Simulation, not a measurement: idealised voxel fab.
process module | voxel fin reveal
cross-section cut | 255 nm wide | cells 5 nm
A cross-section is a grid of square cells, given in bands from the top down. A band is one or more rows of cells.
Each band's line starts with the height of the band's top and of its bottom, in nm. Then come its materials from left to right, each with its width in nm. One material with "throughout" fills the band from edge to edge. "air" is empty space.
Height 0 is the level under which the wafer as received is all one material. The lowest band goes on downwards, as in "0 down".
A width such as "30 to 40" changes by the same amount from each row of cells to the next, from the band's top row to its bottom row.
"no change" after a step means that no cell of the cross-section changed.
closed voids: empty space of 8 cells or more with no open way to the top, each as width x height at its distance from the left edge, in nm
after a step's settings: what the simulator itself notes on the step
overlay nm, on a step with a mask: how far to the right of its planned place the mask lay; to the left if negative
plan
1 op RECEIVE | material Si
2 op CONFORMAL_DEP | material SiN | thk nm 10
3 op PATTERN | tone cover | mask id FINS | material resist | width nm 15 | pitch nm 40 | thk nm 15 | overlay nm 0
4 op DIRECTIONAL_ETCH | etch materials SiN | depth nm 10
5 op DIRECTIONAL_ETCH | etch materials Si | depth nm 35
6 op STRIP | etch materials resist
7 op OXIDIZE | depth nm 5
8 op FILL_DEP | material SiO2 | thk nm 10
9 op CMP | height nm 10
10 op SELECTIVE_ETCH | etch materials SiO2 | depth nm 20
11 op STRIP | etch materials SiN
first wafer, as planned
as received, after step 1
  0 down: Si throughout
  closed voids: none
after step 2
  10 to 0: SiN throughout
  below 0: unchanged
after step 3
  25 to 10: air 80 | resist 15 | air 25 | resist 15 | air 25 | resist 15 | air 80
  below 10: unchanged
after step 4
  25 to 10: air 80 | resist 15 | air 25 | resist 15 | air 25 | resist 15 | air 80
  10 to 0: air 80 | SiN 15 | air 25 | SiN 15 | air 25 | SiN 15 | air 80
  below 0: unchanged
after step 5
  25 to 10: air 80 | resist 15 | air 25 | resist 15 | air 25 | resist 15 | air 80
  10 to 0: air 80 | SiN 15 | air 25 | SiN 15 | air 25 | SiN 15 | air 80
  0 to -35: air 80 | Si 15 | air 25 | Si 15 | air 25 | Si 15 | air 80
  below -35: unchanged
after step 6
  10 to 0: air 80 | SiN 15 | air 25 | SiN 15 | air 25 | SiN 15 | air 80
  below 0: unchanged
after step 7
  10 to 0: air 80 | SiN 15 | air 25 | SiN 15 | air 25 | SiN 15 | air 80
  0 to -35: air 80 | SiO2 5 | Si 5 | SiO2 5 | air 25 | SiO2 5 | Si 5 | SiO2 5 | air 25 | SiO2 5 | Si 5 | SiO2 5 | air 80
  -35 to -40: SiO2 85 | Si 5 | SiO2 35 | Si 5 | SiO2 35 | Si 5 | SiO2 85
  below -40: unchanged
after step 8
  20 to 10: SiO2 throughout
  10 to 0: SiO2 80 | SiN 15 | SiO2 25 | SiN 15 | SiO2 25 | SiN 15 | SiO2 80
  0 to -40: SiO2 85 | Si 5 | SiO2 35 | Si 5 | SiO2 35 | Si 5 | SiO2 85
  below -40: unchanged
after step 9
  10 to 0: SiO2 80 | SiN 15 | SiO2 25 | SiN 15 | SiO2 25 | SiN 15 | SiO2 80
  below 0: unchanged
after step 10
  10 to 0: air 80 | SiN 15 | air 25 | SiN 15 | air 25 | SiN 15 | air 80
  0 to -10: air 85 | Si 5 | air 35 | Si 5 | air 35 | Si 5 | air 85
  below -10: unchanged
after step 11
  0 to -10: air 85 | Si 5 | air 35 | Si 5 | air 35 | Si 5 | air 85
  below -10: unchanged
second wafer: like start, like plan, one mistake. Through step 2 it matches the first wafer
when step 3 should have ended
  25 to 10: air 80 | resist 20 | air 20 | resist 20 | air 20 | resist 20 | air 75
  below 10: unchanged
when step 4 should have ended
  25 to 10: air 80 | resist 20 | air 20 | resist 20 | air 20 | resist 20 | air 75
  10 to 0: air 80 | SiN 20 | air 20 | SiN 20 | air 20 | SiN 20 | air 75
  below 0: unchanged
when step 5 should have ended
  25 to 10: air 80 | resist 20 | air 20 | resist 20 | air 20 | resist 20 | air 75
  10 to 0: air 80 | SiN 20 | air 20 | SiN 20 | air 20 | SiN 20 | air 75
  0 to -35: air 80 | Si 20 | air 20 | Si 20 | air 20 | Si 20 | air 75
  below -35: unchanged
when step 6 should have ended
  10 to 0: air 80 | SiN 20 | air 20 | SiN 20 | air 20 | SiN 20 | air 75
  below 0: unchanged
when step 7 should have ended
  10 to 0: air 80 | SiN 20 | air 20 | SiN 20 | air 20 | SiN 20 | air 75
  0 to -35: air 80 | SiO2 5 | Si 10 | SiO2 5 | air 20 | SiO2 5 | Si 10 | SiO2 5 | air 20 | SiO2 5 | Si 10 | SiO2 5 | air 75
  -35 to -40: SiO2 85 | Si 10 | SiO2 30 | Si 10 | SiO2 30 | Si 10 | SiO2 80
  below -40: unchanged
when step 8 should have ended
  20 to 10: SiO2 throughout
  10 to 0: SiO2 80 | SiN 20 | SiO2 20 | SiN 20 | SiO2 20 | SiN 20 | SiO2 75
  0 to -40: SiO2 85 | Si 10 | SiO2 30 | Si 10 | SiO2 30 | Si 10 | SiO2 80
  below -40: unchanged
when step 9 should have ended
  10 to 0: SiO2 80 | SiN 20 | SiO2 20 | SiN 20 | SiO2 20 | SiN 20 | SiO2 75
  below 0: unchanged
when step 10 should have ended
  10 to 0: air 80 | SiN 20 | air 20 | SiN 20 | air 20 | SiN 20 | air 75
  0 to -10: air 85 | Si 10 | air 30 | Si 10 | air 30 | Si 10 | air 80
  below -10: unchanged
when step 11 should have ended
  0 to -10: air 85 | Si 10 | air 30 | Si 10 | air 30 | Si 10 | air 80
  below -10: unchanged
what went wrong: step 3 ran as: op PATTERN | tone cover | mask id FINS | material resist | width nm 20 | pitch nm 40 | thk nm 15 | overlay nm 0
at the end the second wafer has, in cells: 24 more of Si | 18 fewer of SiO2
